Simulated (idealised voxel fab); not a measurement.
process module | voxel air gaps
cross-section cut | 225 nm wide | cells 5 nm
A cross-section is a grid of square cells, given in bands from the top down. A band is one or more rows of cells.
Each band's line starts with the height of the band's top and of its bottom, in nm. Then come its materials from left to right, each with its width in nm. One material with "throughout" fills the band from edge to edge. "air" is empty space.
Height 0 is the level under which the wafer as received is all one material. The lowest band goes on downwards, as in "0 down".
A width such as "30 to 40" changes by the same amount from each row of cells to the next, from the band's top row to its bottom row.
"no change" after a step means that no cell of the cross-section changed.
closed voids: empty space of 8 cells or more with no open way to the top, each as width x height at its distance from the left edge, in nm
after a step's settings: what the simulator itself notes on the step
overlay nm, on a step with a mask: how far to the right of its planned place the mask lay; to the left if negative
plan
1 op RECEIVE | material Si
2 op CONFORMAL_DEP | material SiO2 | thk nm 15
3 op CONFORMAL_DEP | material SiN | thk nm 5
4 op DIRECTIONAL_DEP | material lowk | thk nm 30
5 op DIRECTIONAL_DEP | material aC | thk nm 10
6 op PATTERN | tone open | mask id LINES | material resist | width nm 15 | pitch nm 40 | thk nm 25 | overlay nm 0
7 op DIRECTIONAL_ETCH | etch materials aC | depth nm 10
8 op STRIP | etch materials resist
9 op DIRECTIONAL_ETCH | etch materials lowk | depth nm 30
10 op STRIP | etch materials aC
11 op CONFORMAL_DEP | material TiN | thk nm 5
12 op FILL_DEP | material W | thk nm 10
13 op CMP | height nm 50
14 op EPI | material Ru | thk nm 10
15 op SELECTIVE_ETCH | etch materials lowk | depth nm 40
16 op CONFORMAL_DEP | material SiCN | thk nm 5
as received, after step 1
  0 down: Si throughout
  closed voids: none
first wafer at the end, as planned
  65 to 60: air 30 | SiCN 165 | air 30
  60 to 50: air 30 | SiCN 5 | Ru 35 | SiCN 5 | Ru 35 | SiCN 5 | Ru 35 | SiCN 5 | Ru 35 | SiCN 5 | air 30
  50 to 45: air 30 | SiCN 15 | TiN 5 | W 5 | TiN 5 | SiCN 25 | TiN 5 | W 5 | TiN 5 | SiCN 25 | TiN 5 | W 5 | TiN 5 | SiCN 25 | TiN 5 | W 5 | TiN 5 | SiCN 15 | air 30
  45 to 25: air 40 | SiCN 5 | TiN 5 | W 5 | TiN 5 | SiCN 5 | air 15 | SiCN 5 | TiN 5 | W 5 | TiN 5 | SiCN 5 | air 15 | SiCN 5 | TiN 5 | W 5 | TiN 5 | SiCN 5 | air 15 | SiCN 5 | TiN 5 | W 5 | TiN 5 | SiCN 5 | air 40
  25 to 20: SiCN 45 | TiN 15 | SiCN 25 | TiN 15 | SiCN 25 | TiN 15 | SiCN 25 | TiN 15 | SiCN 45
  20 to 15: SiN throughout
  15 to 0: SiO2 throughout
  0 down: Si throughout
  closed voids: 15 x 20 at 65; 15 x 20 at 105; 15 x 20 at 145
second wafer at the end: like start, like plan, one mistake
  65 to 60: air 25 | SiCN 175 | air 25
  60 to 50: air 25 | SiCN 5 | Ru 165 | SiCN 5 | air 25
  50 to 45: air 25 | SiCN 15 | TiN 5 | W 15 | TiN 5 | lowk 15 | TiN 5 | W 15 | TiN 5 | lowk 15 | TiN 5 | W 15 | TiN 5 | lowk 15 | TiN 5 | W 15 | TiN 5 | SiCN 15 | air 25
  45 to 25: air 35 | SiCN 5 | TiN 5 | W 15 | TiN 5 | lowk 15 | TiN 5 | W 15 | TiN 5 | lowk 15 | TiN 5 | W 15 | TiN 5 | lowk 15 | TiN 5 | W 15 | TiN 5 | SiCN 5 | air 35
  25 to 20: SiCN 40 | TiN 25 | lowk 15 | TiN 25 | lowk 15 | TiN 25 | lowk 15 | TiN 25 | SiCN 40
  20 to 15: SiN throughout
  15 to 0: SiO2 throughout
  0 down: Si throughout
  closed voids: none
what went wrong: step 6 ran as: op PATTERN | tone open | mask id LINES | material resist | width nm 25 | pitch nm 40 | thk nm 25 | overlay nm 0
at the end the second wafer has, in cells: 10 more of Ru | 60 fewer of SiCN | 8 more of TiN | 40 more of W | 54 more of lowk
closed voids at the end (first wafer, second wafer): 3, 0
